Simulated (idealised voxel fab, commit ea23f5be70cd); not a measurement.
A process module follows: voxel plated lines.
Each square cell in cross-section cut measures 5 nm, and the section as a whole is 215 nm wide.
A cross-section is a grid of square cells, given in bands from the top down. A band is one or more rows of cells.
Look at the band entry: it leads with the top's height and the bottom's height in nm. Then it lists the materials left to right, with a width in nm for each. The word "full width" on a single material says that material fills the band edge to edge. The word "empty" is empty space.
Where do heights start? At 0: under that level the wafer as delivered is made of one material only. And the lowest band has no floor; it just carries on downward, as in "top 0, no bottom".
With a width like "30..40", each row of cells in the band differs from the next by the same amount, the top row carrying the first number and the bottom row the second.
Reading "all unchanged" for a step: not a cell of the cross-section changed in it.
The list in "Closed voids list" covers empty spaces of 8 cells or more that cannot reach the top through any open way, and it gives each as width x height at distance; the distance is from the left edge, and width, height and distance are in nm.
Post-settings text on a step line: simulator's own remark regarding the step.
overlay nm: mask offset rightward from planned place, masked step; negative means leftward offset.
Before/after cross-section pairs, one process step each; after shown to lowest changed band; step and settings beneath. Pairs may be from different runs of this module on the same starting wafer; a pair continues from the one above only where its "State on entry" entry says so.

State on entry
> top 0, no bottom | Si full width
> Closed voids list: none

Cross-Section Thereafter
> top 15, bottom 0 | SiO2 full width
> Beneath the level 0, the cross-section is identical to its previous state.
> Closed voids list: none
Between the two cross-sections shown above lies CONFORMAL_DEP (material SiO2; thk nm 15)

State on entry: refer to the pair immediately above; the cross-section shown after its step is the state before this one.

Cross-Section Thereafter
> top 20, bottom 15 | TiN full width
> Beneath the level 15, the cross-section is identical to its previous state.
> Closed voids list: none
Between the two cross-sections shown above lies DIRECTIONAL_DEP (material TiN; thk nm 5)

State on entry: refer to the pair immediately above; the cross-section shown after its step is the state before this one.

Cross-Section Thereafter
> top 60, bottom 20 | resist 55  empty 20  resist 20  empty 20  resist 20  empty 20  resist 60
> Beneath the level 20, the cross-section is identical to its previous state.
> Closed voids list: none
Between the two cross-sections shown above lies PATTERN (tone open; mask id LINES; material resist; width nm 20; pitch nm 40; thk nm 40; overlay nm 0)

State on entry: refer to the pair immediately above; the cross-section shown after its step is the state before this one.

Cross-Section Thereafter
> top 60, bottom 30 | resist 55  empty 20  resist 20  empty 20  resist 20  empty 20  resist 60
> top 30, bottom 20 | resist 55  Ru 20  resist 20  Ru 20  resist 20  Ru 20  resist 60
> Beneath the level 20, the cross-section is identical to its previous state.
> Closed voids list: none
Between the two cross-sections shown above lies EPI (material Ru; thk nm 10)

State on entry: refer to the pair immediately above; the cross-section shown after its step is the state before this one.

Cross-Section Thereafter
> top 60, bottom 35 | resist 55  empty 20  resist 20  empty 20  resist 20  empty 20  resist 60
> top 35, bottom 20 | resist 55  Ru 20  resist 20  Ru 20  resist 20  Ru 20  resist 60
> Beneath the level 20, the cross-section is identical to its previous state.
> Closed voids list: none
Between the two cross-sections shown above lies EPI (material Ru; thk nm 5)

State on entry: refer to the pair immediately above; the cross-section shown after its step is the state before this one.

Cross-Section Thereafter
> top 60, bottom 40 | resist 55  empty 20  resist 20  empty 20  resist 20  empty 20  resist 60
> top 40, bottom 20 | resist 55  Ru 20  resist 20  Ru 20  resist 20  Ru 20  resist 60
> Beneath the level 20, the cross-section is identical to its previous state.
> Closed voids list: none
Between the two cross-sections shown above lies EPI (material Ru; thk nm 5)

State on entry: refer to the pair immediately above; the cross-section shown after its step is the state before this one.

Cross-Section Thereafter
> top 40, bottom 20 | empty 55  Ru 20  empty 20  Ru 20  empty 20  Ru 20  empty 60
> Beneath the level 20, the cross-section is identical to its previous state.
> Closed voids list: none
Between the two cross-sections shown above lies STRIP (etch materials resist)

State on entry: refer to the pair immediately above; the cross-section shown after its step is the state before this one.

Cross-Section Thereafter
> top 40, bottom 20 | empty 55  Ru 20  empty 20  Ru 20  empty 20  Ru 20  empty 60
> top 20, bottom 15 | empty 55  TiN 20  empty 20  TiN 20  empty 20  TiN 20  empty 60
> Beneath the level 15, the cross-section is identical to its previous state.
> Closed voids list: none
Between the two cross-sections shown above lies DIRECTIONAL_ETCH (etch materials TiN; depth nm 5)

State on entry: refer to the pair immediately above; the cross-section shown after its step is the state before this one.

Cross-Section Thereafter
> top 50, bottom 40 | empty 45  SiN 120  empty 50
> top 40, bottom 25 | empty 45  SiN 10  Ru 20  SiN 20  Ru 20  SiN 20  Ru 20  SiN 10  empty 50
> top 25, bottom 20 | SiN 55  Ru 20  SiN 20  Ru 20  SiN 20  Ru 20  SiN 60
> top 20, bottom 15 | SiN 55  TiN 20  SiN 20  TiN 20  SiN 20  TiN 20  SiN 60
> Beneath the level 15, the cross-section is identical to its previous state.
> Closed voids list: none
Between the two cross-sections shown above lies CONFORMAL_DEP (material SiN; thk nm 10)

State on entry
> top 0, no bottom | Si full width
> Closed voids list: none

Cross-Section Thereafter
> top 5, bottom 0 | TiN full width
> Beneath the level 0, the cross-section is identical to its previous state.
> Closed voids list: none
Between the two cross-sections shown above lies DIRECTIONAL_DEP (material TiN; thk nm 5)

State on entry: refer to the pair immediately above; the cross-section shown after its step is the state before this one.

Cross-Section Thereafter
> top 45, bottom 5 | resist 55  empty 20  resist 20  empty 20  resist 20  empty 20  resist 60
> Beneath the level 5, the cross-section is identical to its previous state.
> Closed voids list: none
Between the two cross-sections shown above lies PATTERN (tone open; mask id LINES; material resist; width nm 20; pitch nm 40; thk nm 40; overlay nm 0)

State on entry: refer to the pair immediately above; the cross-section shown after its step is the state before this one.

Cross-Section Thereafter
> top 45, bottom 15 | resist 55  empty 20  resist 20  empty 20  resist 20  empty 20  resist 60
> top 15, bottom 5 | resist 55  Ru 20  resist 20  Ru 20  resist 20  Ru 20  resist 60
> Beneath the level 5, the cross-section is identical to its previous state.
> Closed voids list: none
Between the two cross-sections shown above lies EPI (material Ru; thk nm 10)

State on entry: refer to the pair immediately above; the cross-section shown after its step is the state before this one.

Cross-Section Thereafter
> top 45, bottom 20 | resist 55  empty 20  resist 20  empty 20  resist 20  empty 20  resist 60
> top 20, bottom 5 | resist 55  Ru 20  resist 20  Ru 20  resist 20  Ru 20  resist 60
> Beneath the level 5, the cross-section is identical to its previous state.
> Closed voids list: none
Between the two cross-sections shown above lies EPI (material Ru; thk nm 5)

State on entry: refer to the pair immediately above; the cross-section shown after its step is the state before this one.

Cross-Section Thereafter
> top 45, bottom 25 | resist 55  empty 20  resist 20  empty 20  resist 20  empty 20  resist 60
> top 25, bottom 5 | resist 55  Ru 20  resist 20  Ru 20  resist 20  Ru 20  resist 60
> Beneath the level 5, the cross-section is identical to its previous state.
> Closed voids list: none
Between the two cross-sections shown above lies EPI (material Ru; thk nm 5)

State on entry: refer to the pair immediately above; the cross-section shown after its step is the state before this one.

Cross-Section Thereafter
> top 25, bottom 5 | empty 55  Ru 20  empty 20  Ru 20  empty 20  Ru 20  empty 60
> Beneath the level 5, the cross-section is identical to its previous state.
> Closed voids list: none
Between the two cross-sections shown above lies STRIP (etch materials resist)

State on entry: refer to the pair immediately above; the cross-section shown after its step is the state before this one.

Cross-Section Thereafter
> top 25, bottom 5 | empty 55  Ru 20  empty 20  Ru 20  empty 20  Ru 20  empty 60
> top 5, bottom 0 | empty 55  TiN 20  empty 20  TiN 20  empty 20  TiN 20  empty 60
> Beneath the level 0, the cross-section is identical to its previous state.
> Closed voids list: none
Between the two cross-sections shown above lies DIRECTIONAL_ETCH (etch materials TiN; depth nm 5)

State on entry: refer to the pair immediately above; the cross-section shown after its step is the state before this one.

Cross-Section Thereafter
> top 35, bottom 25 | empty 45  SiN 120  empty 50
> top 25, bottom 10 | empty 45  SiN 10  Ru 20  SiN 20  Ru 20  SiN 20  Ru 20  SiN 10  empty 50
> top 10, bottom 5 | SiN 55  Ru 20  SiN 20  Ru 20  SiN 20  Ru 20  SiN 60
> top 5, bottom 0 | SiN 55  TiN 20  SiN 20  TiN 20  SiN 20  TiN 20  SiN 60
> Beneath the level 0, the cross-section is identical to its previous state.
> Closed voids list: none
Between the two cross-sections shown above lies CONFORMAL_DEP (material SiN; thk nm 10)

State on entry
> top 60, bottom 30 | resist 55  empty 20  resist 20  empty 20  resist 20  empty 20  resist 60
> top 30, bottom 20 | resist 55  Ru 20  resist 20  Ru 20  resist 20  Ru 20  resist 60
> top 20, bottom 15 | TiN full width
> top 15, bottom 0 | SiO2 full width
> top 0, no bottom | Si full width
> Closed voids list: none

Cross-Section Thereafter
> top 60, bottom 40 | resist 55  empty 20  resist 20  empty 20  resist 20  empty 20  resist 60
> top 40, bottom 20 | resist 55  Ru 20  resist 20  Ru 20  resist 20  Ru 20  resist 60
> Beneath the level 20, the cross-section is identical to its previous state.
> Closed voids list: none
Between the two cross-sections shown above lies EPI (material Ru; thk nm 10)

State on entry: refer to the pair immediately above; the cross-section shown after its step is the state before this one.

Cross-Section Thereafter
> top 60, bottom 45 | resist 55  empty 20  resist 20  empty 20  resist 20  empty 20  resist 60
> top 45, bottom 20 | resist 55  Ru 20  resist 20  Ru 20  resist 20  Ru 20  resist 60
> Beneath the level 20, the cross-section is identical to its previous state.
> Closed voids list: none
Between the two cross-sections shown above lies EPI (material Ru; thk nm 5)

State on entry: refer to the pair immediately above; the cross-section shown after its step is the state before this one.

Cross-Section Thereafter
> top 60, bottom 50 | resist 55  empty 20  resist 20  empty 20  resist 20  empty 20  resist 60
> top 50, bottom 20 | resist 55  Ru 20  resist 20  Ru 20  resist 20  Ru 20  resist 60
> Beneath the level 20, the cross-section is identical to its previous state.
> Closed voids list: none
Between the two cross-sections shown above lies EPI (material Ru; thk nm 5)

State on entry: refer to the pair immediately above; the cross-section shown after its step is the state before this one.

Cross-Section Thereafter
> top 50, bottom 20 | empty 55  Ru 20  empty 20  Ru 20  empty 20  Ru 20  empty 60
> Beneath the level 20, the cross-section is identical to its previous state.
> Closed voids list: none
Between the two cross-sections shown above lies STRIP (etch materials resist)

State on entry: refer to the pair immediately above; the cross-section shown after its step is the state before this one.

Cross-Section Thereafter
> top 50, bottom 20 | empty 55  Ru 20  empty 20  Ru 20  empty 20  Ru 20  empty 60
> top 20, bottom 15 | empty 55  TiN 20  empty 20  TiN 20  empty 20  TiN 20  empty 60
> Beneath the level 15, the cross-section is identical to its previous state.
> Closed voids list: none
Between the two cross-sections shown above lies DIRECTIONAL_ETCH (etch materials TiN; depth nm 5)

State on entry: refer to the pair immediately above; the cross-section shown after its step is the state before this one.

Cross-Section Thereafter
> top 60, bottom 50 | empty 45  SiN 120  empty 50
> top 50, bottom 25 | empty 45  SiN 10  Ru 20  SiN 20  Ru 20  SiN 20  Ru 20  SiN 10  empty 50
> top 25, bottom 20 | SiN 55  Ru 20  SiN 20  Ru 20  SiN 20  Ru 20  SiN 60
> top 20, bottom 15 | SiN 55  TiN 20  SiN 20  TiN 20  SiN 20  TiN 20  SiN 60
> Beneath the level 15, the cross-section is identical to its previous state.
> Closed voids list: none
Between the two cross-sections shown above lies CONFORMAL_DEP (material SiN; thk nm 10)

State on entry
> top 5, bottom 0 | TiN full width
> top 0, no bottom | Si full width
> Closed voids list: none

Cross-Section Thereafter
> top 20, bottom 5 | SiO2 full width
> Beneath the level 5, the cross-section is identical to its previous state.
> Closed voids list: none
Between the two cross-sections shown above lies CONFORMAL_DEP (material SiO2; thk nm 15)

State on entry: refer to the pair immediately above; the cross-section shown after its step is the state before this one.

Cross-Section Thereafter
> top 60, bottom 20 | resist 55  empty 20  resist 20  empty 20  resist 20  empty 20  resist 60
> Beneath the level 20, the cross-section is identical to its previous state.
> Closed voids list: none
Between the two cross-sections shown above lies PATTERN (tone open; mask id LINES; material resist; width nm 20; pitch nm 40; thk nm 40; overlay nm 0)

State on entry: refer to the pair immediately above; the cross-section shown after its step is the state before this one.

Cross-Section Thereafter
> top 20, bottom 5 | SiO2 full width
> Beneath the level 5, the cross-section is identical to its previous state.
> Closed voids list: none
Between the two cross-sections shown above lies STRIP (etch materials resist)

State on entry: refer to the pair immediately above; the cross-section shown after its step is the state before this one.

Cross-Section Thereafter
> top 30, bottom 20 | SiN full width
> Beneath the level 20, the cross-section is identical to its previous state.
> Closed voids list: none
Between the two cross-sections shown above lies CONFORMAL_DEP (material SiN; thk nm 10)

State on entry
> top 0, no bottom | Si full width
> Closed voids list: none

Cross-Section Thereafter
> top 25, bottom 0 | SiO2 full width
> Beneath the level 0, the cross-section is identical to its previous state.
> Closed voids list: none
Between the two cross-sections shown above lies CONFORMAL_DEP (material SiO2; thk nm 25)

State on entry: refer to the pair immediately above; the cross-section shown after its step is the state before this one.

Cross-Section Thereafter
> top 30, bottom 25 | TiN full width
> Beneath the level 25, the cross-section is identical to its previous state.
> Closed voids list: none
Between the two cross-sections shown above lies DIRECTIONAL_DEP (material TiN; thk nm 5)

State on entry: refer to the pair immediately above; the cross-section shown after its step is the state before this one.

Cross-Section Thereafter
> top 70, bottom 30 | resist 55  empty 20  resist 20  empty 20  resist 20  empty 20  resist 60
> Beneath the level 30, the cross-section is identical to its previous state.
> Closed voids list: none
Between the two cross-sections shown above lies PATTERN (tone open; mask id LINES; material resist; width nm 20; pitch nm 40; thk nm 40; overlay nm 0)

State on entry: refer to the pair immediately above; the cross-section shown after its step is the state before this one.

Cross-Section Thereafter
> top 70, bottom 40 | resist 55  empty 20  resist 20  empty 20  resist 20  empty 20  resist 60
> top 40, bottom 30 | resist 55  Ru 20  resist 20  Ru 20  resist 20  Ru 20  resist 60
> Beneath the level 30, the cross-section is identical to its previous state.
> Closed voids list: none
Between the two cross-sections shown above lies EPI (material Ru; thk nm 10)

State on entry: refer to the pair immediately above; the cross-section shown after its step is the state before this one.

Cross-Section Thereafter
> top 70, bottom 45 | resist 55  empty 20  resist 20  empty 20  resist 20  empty 20  resist 60
> top 45, bottom 30 | resist 55  Ru 20  resist 20  Ru 20  resist 20  Ru 20  resist 60
> Beneath the level 30, the cross-section is identical to its previous state.
> Closed voids list: none
Between the two cross-sections shown above lies EPI (material Ru; thk nm 5)

State on entry: refer to the pair immediately above; the cross-section shown after its step is the state before this one.

Cross-Section Thereafter
> top 70, bottom 50 | resist 55  empty 20  resist 20  empty 20  resist 20  empty 20  resist 60
> top 50, bottom 30 | resist 55  Ru 20  resist 20  Ru 20  resist 20  Ru 20  resist 60
> Beneath the level 30, the cross-section is identical to its previous state.
> Closed voids list: none
Between the two cross-sections shown above lies EPI (material Ru; thk nm 5)

State on entry: refer to the pair immediately above; the cross-section shown after its step is the state before this one.

Cross-Section Thereafter
> top 50, bottom 30 | empty 55  Ru 20  empty 20  Ru 20  empty 20  Ru 20  empty 60
> Beneath the level 30, the cross-section is identical to its previous state.
> Closed voids list: none
Between the two cross-sections shown above lies STRIP (etch materials resist)

State on entry: refer to the pair immediately above; the cross-section shown after its step is the state before this one.

Cross-Section Thereafter
> top 50, bottom 30 | empty 55  Ru 20  empty 20  Ru 20  empty 20  Ru 20  empty 60
> top 30, bottom 25 | empty 55  TiN 20  empty 20  TiN 20  empty 20  TiN 20  empty 60
> Beneath the level 25, the cross-section is identical to its previous state.
> Closed voids list: none
Between the two cross-sections shown above lies DIRECTIONAL_ETCH (etch materials TiN; depth nm 5)

State on entry: refer to the pair immediately above; the cross-section shown after its step is the state before this one.

Cross-Section Thereafter
> top 60, bottom 50 | empty 45  SiN 120  empty 50
> top 50, bottom 35 | empty 45  SiN 10  Ru 20  SiN 20  Ru 20  SiN 20  Ru 20  SiN 10  empty 50
> top 35, bottom 30 | SiN 55  Ru 20  SiN 20  Ru 20  SiN 20  Ru 20  SiN 60
> top 30, bottom 25 | SiN 55  TiN 20  SiN 20  TiN 20  SiN 20  TiN 20  SiN 60
> Beneath the level 25, the cross-section is identical to its previous state.
> Closed voids list: none
Between the two cross-sections shown above lies CONFORMAL_DEP (material SiN; thk nm 10)

State on entry
> top 20, bottom 15 | TiN full width
> top 15, bottom 0 | SiO2 full width
> top 0, no bottom | Si full width
> Closed voids list: none

Cross-Section Thereafter
> top 60, bottom 20 | resist 60  empty 15  resist 25  empty 15  resist 25  empty 15  resist 60
> Beneath the level 20, the cross-section is identical to its previous state.
> Closed voids list: none
Between the two cross-sections shown above lies PATTERN (tone open; mask id LINES; material resist; width nm 15; pitch nm 40; thk nm 40; overlay nm 0)

State on entry: refer to the pair immediately above; the cross-section shown after its step is the state before this one.

Cross-Section Thereafter
> top 60, bottom 30 | resist 60  empty 15  resist 25  empty 15  resist 25  empty 15  resist 60
> top 30, bottom 20 | resist 60  Ru 15  resist 25  Ru 15  resist 25  Ru 15  resist 60
> Beneath the level 20, the cross-section is identical to its previous state.
> Closed voids list: none
Between the two cross-sections shown above lies EPI (material Ru; thk nm 10)

State on entry: refer to the pair immediately above; the cross-section shown after its step is the state before this one.

Cross-Section Thereafter
> top 60, bottom 35 | resist 60  empty 15  resist 25  empty 15  resist 25  empty 15  resist 60
> top 35, bottom 20 | resist 60  Ru 15  resist 25  Ru 15  resist 25  Ru 15  resist 60
> Beneath the level 20, the cross-section is identical to its previous state.
> Closed voids list: none
Between the two cross-sections shown above lies EPI (material Ru; thk nm 5)

State on entry: refer to the pair immediately above; the cross-section shown after its step is the state before this one.

Cross-Section Thereafter
> top 60, bottom 40 | resist 60  empty 15  resist 25  empty 15  resist 25  empty 15  resist 60
> top 40, bottom 20 | resist 60  Ru 15  resist 25  Ru 15  resist 25  Ru 15  resist 60
> Beneath the level 20, the cross-section is identical to its previous state.
> Closed voids list: none
Between the two cross-sections shown above lies EPI (material Ru; thk nm 5)

State on entry: refer to the pair immediately above; the cross-section shown after its step is the state before this one.

Cross-Section Thereafter
> top 40, bottom 20 | empty 60  Ru 15  empty 25  Ru 15  empty 25  Ru 15  empty 60
> Beneath the level 20, the cross-section is identical to its previous state.
> Closed voids list: none
Between the two cross-sections shown above lies STRIP (etch materials resist)

State on entry: refer to the pair immediately above; the cross-section shown after its step is the state before this one.

Cross-Section Thereafter
> top 40, bottom 20 | empty 60  Ru 15  empty 25  Ru 15  empty 25  Ru 15  empty 60
> top 20, bottom 15 | empty 60  TiN 15  empty 25  TiN 15  empty 25  TiN 15  empty 60
> Beneath the level 15, the cross-section is identical to its previous state.
> Closed voids list: none
Between the two cross-sections shown above lies DIRECTIONAL_ETCH (etch materials TiN; depth nm 5)

State on entry: refer to the pair immediately above; the cross-section shown after its step is the state before this one.

Cross-Section Thereafter
> top 50, bottom 40 | empty 50  SiN 35  empty 5  SiN 35  empty 5  SiN 35  empty 50
> top 40, bottom 25 | empty 50  SiN 10  Ru 15  SiN 10  empty 5  SiN 10  Ru 15  SiN 10  empty 5  SiN 10  Ru 15  SiN 10  empty 50
> top 25, bottom 20 | SiN 60  Ru 15  SiN 25  Ru 15  SiN 25  Ru 15  SiN 60
> top 20, bottom 15 | SiN 60  TiN 15  SiN 25  TiN 15  SiN 25  TiN 15  SiN 60
> Beneath the level 15, the cross-section is identical to its previous state.
> Closed voids list: none
Between the two cross-sections shown above lies CONFORMAL_DEP (material SiN; thk nm 10)

State on entry
> top 20, bottom 15 | TiN full width
> top 15, bottom 0 | SiO2 full width
> top 0, no bottom | Si full width
> Closed voids list: none

Cross-Section Thereafter
> top 60, bottom 20 | resist 45  empty 20  resist 20  empty 20  resist 20  empty 20  resist 70
> Beneath the level 20, the cross-section is identical to its previous state.
> Closed voids list: none
Between the two cross-sections shown above lies PATTERN (tone open; mask id LINES; material resist; width nm 20; pitch nm 40; thk nm 40; overlay nm -10)

State on entry: refer to the pair immediately above; the cross-section shown after its step is the state before this one.

Cross-Section Thereafter
> top 60, bottom 30 | resist 45  empty 20  resist 20  empty 20  resist 20  empty 20  resist 70
> top 30, bottom 20 | resist 45  Ru 20  resist 20  Ru 20  resist 20  Ru 20  resist 70
> Beneath the level 20, the cross-section is identical to its previous state.
> Closed voids list: none
Between the two cross-sections shown above lies EPI (material Ru; thk nm 10)

State on entry: refer to the pair immediately above; the cross-section shown after its step is the state before this one.

Cross-Section Thereafter
> top 60, bottom 35 | resist 45  empty 20  resist 20  empty 20  resist 20  empty 20  resist 70
> top 35, bottom 20 | resist 45  Ru 20  resist 20  Ru 20  resist 20  Ru 20  resist 70
> Beneath the level 20, the cross-section is identical to its previous state.
> Closed voids list: none
Between the two cross-sections shown above lies EPI (material Ru; thk nm 5)

State on entry: refer to the pair immediately above; the cross-section shown after its step is the state before this one.

Cross-Section Thereafter
> top 60, bottom 40 | resist 45  empty 20  resist 20  empty 20  resist 20  empty 20  resist 70
> top 40, bottom 20 | resist 45  Ru 20  resist 20  Ru 20  resist 20  Ru 20  resist 70
> Beneath the level 20, the cross-section is identical to its previous state.
> Closed voids list: none
Between the two cross-sections shown above lies EPI (material Ru; thk nm 5)

State on entry: refer to the pair immediately above; the cross-section shown after its step is the state before this one.

Cross-Section Thereafter
> top 40, bottom 20 | empty 45  Ru 20  empty 20  Ru 20  empty 20  Ru 20  empty 70
> Beneath the level 20, the cross-section is identical to its previous state.
> Closed voids list: none
Between the two cross-sections shown above lies STRIP (etch materials resist)

State on entry: refer to the pair immediately above; the cross-section shown after its step is the state before this one.

Cross-Section Thereafter
> top 40, bottom 20 | empty 45  Ru 20  empty 20  Ru 20  empty 20  Ru 20  empty 70
> top 20, bottom 15 | empty 45  TiN 20  empty 20  TiN 20  empty 20  TiN 20  empty 70
> Beneath the level 15, the cross-section is identical to its previous state.
> Closed voids list: none
Between the two cross-sections shown above lies DIRECTIONAL_ETCH (etch materials TiN; depth nm 5)

State on entry: refer to the pair immediately above; the cross-section shown after its step is the state before this one.

Cross-Section Thereafter
> top 50, bottom 40 | empty 35  SiN 120  empty 60
> top 40, bottom 25 | empty 35  SiN 10  Ru 20  SiN 20  Ru 20  SiN 20  Ru 20  SiN 10  empty 60
> top 25, bottom 20 | SiN 45  Ru 20  SiN 20  Ru 20  SiN 20  Ru 20  SiN 70
> top 20, bottom 15 | SiN 45  TiN 20  SiN 20  TiN 20  SiN 20  TiN 20  SiN 70
> Beneath the level 15, the cross-section is identical to its previous state.
> Closed voids list: none
Between the two cross-sections shown above lies CONFORMAL_DEP (material SiN; thk nm 10)

State on entry
> top 0, no bottom | Si full width
> Closed voids list: none

Cross-Section Thereafter
> top 15, bottom 0 | SiN full width
> Beneath the level 0, the cross-section is identical to its previous state.
> Closed voids list: none
Between the two cross-sections shown above lies CONFORMAL_DEP (material SiN; thk nm 15)

State on entry: refer to the pair immediately above; the cross-section shown after its step is the state before this one.

Cross-Section Thereafter
> top 20, bottom 15 | TiN full width
> Beneath the level 15, the cross-section is identical to its previous state.
> Closed voids list: none
Between the two cross-sections shown above lies DIRECTIONAL_DEP (material TiN; thk nm 5)

State on entry: refer to the pair immediately above; the cross-section shown after its step is the state before this one.

Cross-Section Thereafter
> top 60, bottom 20 | resist 55  empty 20  resist 20  empty 20  resist 20  empty 20  resist 60
> Beneath the level 20, the cross-section is identical to its previous state.
> Closed voids list: none
Between the two cross-sections shown above lies PATTERN (tone open; mask id LINES; material resist; width nm 20; pitch nm 40; thk nm 40; overlay nm 0)

State on entry: refer to the pair immediately above; the cross-section shown after its step is the state before this one.

Cross-Section Thereafter
> top 60, bottom 30 | resist 55  empty 20  resist 20  empty 20  resist 20  empty 20  resist 60
> top 30, bottom 20 | resist 55  Ru 20  resist 20  Ru 20  resist 20  Ru 20  resist 60
> Beneath the level 20, the cross-section is identical to its previous state.
> Closed voids list: none
Between the two cross-sections shown above lies EPI (material Ru; thk nm 10)

State on entry: refer to the pair immediately above; the cross-section shown after its step is the state before this one.

Cross-Section Thereafter
> top 60, bottom 35 | resist 55  empty 20  resist 20  empty 20  resist 20  empty 20  resist 60
> top 35, bottom 20 | resist 55  Ru 20  resist 20  Ru 20  resist 20  Ru 20  resist 60
> Beneath the level 20, the cross-section is identical to its previous state.
> Closed voids list: none
Between the two cross-sections shown above lies EPI (material Ru; thk nm 5)

State on entry: refer to the pair immediately above; the cross-section shown after its step is the state before this one.

Cross-Section Thereafter
> top 60, bottom 40 | resist 55  empty 20  resist 20  empty 20  resist 20  empty 20  resist 60
> top 40, bottom 20 | resist 55  Ru 20  resist 20  Ru 20  resist 20  Ru 20  resist 60
> Beneath the level 20, the cross-section is identical to its previous state.
> Closed voids list: none
Between the two cross-sections shown above lies EPI (material Ru; thk nm 5)

State on entry: refer to the pair immediately above; the cross-section shown after its step is the state before this one.

Cross-Section Thereafter
> top 40, bottom 20 | empty 55  Ru 20  empty 20  Ru 20  empty 20  Ru 20  empty 60
> Beneath the level 20, the cross-section is identical to its previous state.
> Closed voids list: none
Between the two cross-sections shown above lies STRIP (etch materials resist)

State on entry: refer to the pair immediately above; the cross-section shown after its step is the state before this one.

Cross-Section Thereafter
> top 40, bottom 20 | empty 55  Ru 20  empty 20  Ru 20  empty 20  Ru 20  empty 60
> top 20, bottom 15 | empty 55  TiN 20  empty 20  TiN 20  empty 20  TiN 20  empty 60
> Beneath the level 15, the cross-section is identical to its previous state.
> Closed voids list: none
Between the two cross-sections shown above lies DIRECTIONAL_ETCH (etch materials TiN; depth nm 5)

State on entry: refer to the pair immediately above; the cross-section shown after its step is the state before this one.

Cross-Section Thereafter
> top 50, bottom 40 | empty 45  SiN 120  empty 50
> top 40, bottom 25 | empty 45  SiN 10  Ru 20  SiN 20  Ru 20  SiN 20  Ru 20  SiN 10  empty 50
> top 25, bottom 20 | SiN 55  Ru 20  SiN 20  Ru 20  SiN 20  Ru 20  SiN 60
> top 20, bottom 15 | SiN 55  TiN 20  SiN 20  TiN 20  SiN 20  TiN 20  SiN 60
> Beneath the level 15, the cross-section is identical to its previous state.
> Closed voids list: none
Between the two cross-sections shown above lies CONFORMAL_DEP (material SiN; thk nm 10)

State on entry
> top 20, bottom 15 | TiN full width
> top 15, bottom 0 | SiO2 full width
> top 0, no bottom | Si full width
> Closed voids list: none

Cross-Section Thereafter
> top 60, bottom 20 | empty 55  resist 20  empty 20  resist 20  empty 20  resist 20  empty 60
> Beneath the level 20, the cross-section is identical to its previous state.
> Closed voids list: none
Between the two cross-sections shown above lies PATTERN (tone cover; mask id LINES; material resist; width nm 20; pitch nm 40; thk nm 40; overlay nm 0)

State on entry: refer to the pair immediately above; the cross-section shown after its step is the state before this one.

Cross-Section Thereafter
> top 60, bottom 30 | empty 55  resist 20  empty 20  resist 20  empty 20  resist 20  empty 60
> top 30, bottom 20 | Ru 55  resist 20  Ru 20  resist 20  Ru 20  resist 20  Ru 60
> Beneath the level 20, the cross-section is identical to its previous state.
> Closed voids list: none
Between the two cross-sections shown above lies EPI (material Ru; thk nm 10)

State on entry: refer to the pair immediately above; the cross-section shown after its step is the state before this one.

Cross-Section Thereafter
> top 60, bottom 35 | empty 55  resist 20  empty 20  resist 20  empty 20  resist 20  empty 60
> top 35, bottom 20 | Ru 55  resist 20  Ru 20  resist 20  Ru 20  resist 20  Ru 60
> Beneath the level 20, the cross-section is identical to its previous state.
> Closed voids list: none
Between the two cross-sections shown above lies EPI (material Ru; thk nm 5)

State on entry: refer to the pair immediately above; the cross-section shown after its step is the state before this one.

Cross-Section Thereafter
> top 60, bottom 40 | empty 55  resist 20  empty 20  resist 20  empty 20  resist 20  empty 60
> top 40, bottom 20 | Ru 55  resist 20  Ru 20  resist 20  Ru 20  resist 20  Ru 60
> Beneath the level 20, the cross-section is identical to its previous state.
> Closed voids list: none
Between the two cross-sections shown above lies EPI (material Ru; thk nm 5)

State on entry: refer to the pair immediately above; the cross-section shown after its step is the state before this one.

Cross-Section Thereafter
> top 40, bottom 20 | Ru 55  empty 20  Ru 20  empty 20  Ru 20  empty 20  Ru 60
> Beneath the level 20, the cross-section is identical to its previous state.
> Closed voids list: none
Between the two cross-sections shown above lies STRIP (etch materials resist)

State on entry: refer to the pair immediately above; the cross-section shown after its step is the state before this one.

Cross-Section Thereafter
> top 40, bottom 20 | Ru 55  empty 20  Ru 20  empty 20  Ru 20  empty 20  Ru 60
> top 20, bottom 15 | TiN 55  empty 20  TiN 20  empty 20  TiN 20  empty 20  TiN 60
> Beneath the level 15, the cross-section is identical to its previous state.
> Closed voids list: none
Between the two cross-sections shown above lies DIRECTIONAL_ETCH (etch materials TiN; depth nm 5)

State on entry: refer to the pair immediately above; the cross-section shown after its step is the state before this one.

Cross-Section Thereafter
> top 50, bottom 40 | SiN full width
> top 40, bottom 20 | Ru 55  SiN 20  Ru 20  SiN 20  Ru 20  SiN 20  Ru 60
> top 20, bottom 15 | TiN 55  SiN 20  TiN 20  SiN 20  TiN 20  SiN 20  TiN 60
> Beneath the level 15, the cross-section is identical to its previous state.
> Closed voids list: none
Between the two cross-sections shown above lies CONFORMAL_DEP (material SiN; thk nm 10)
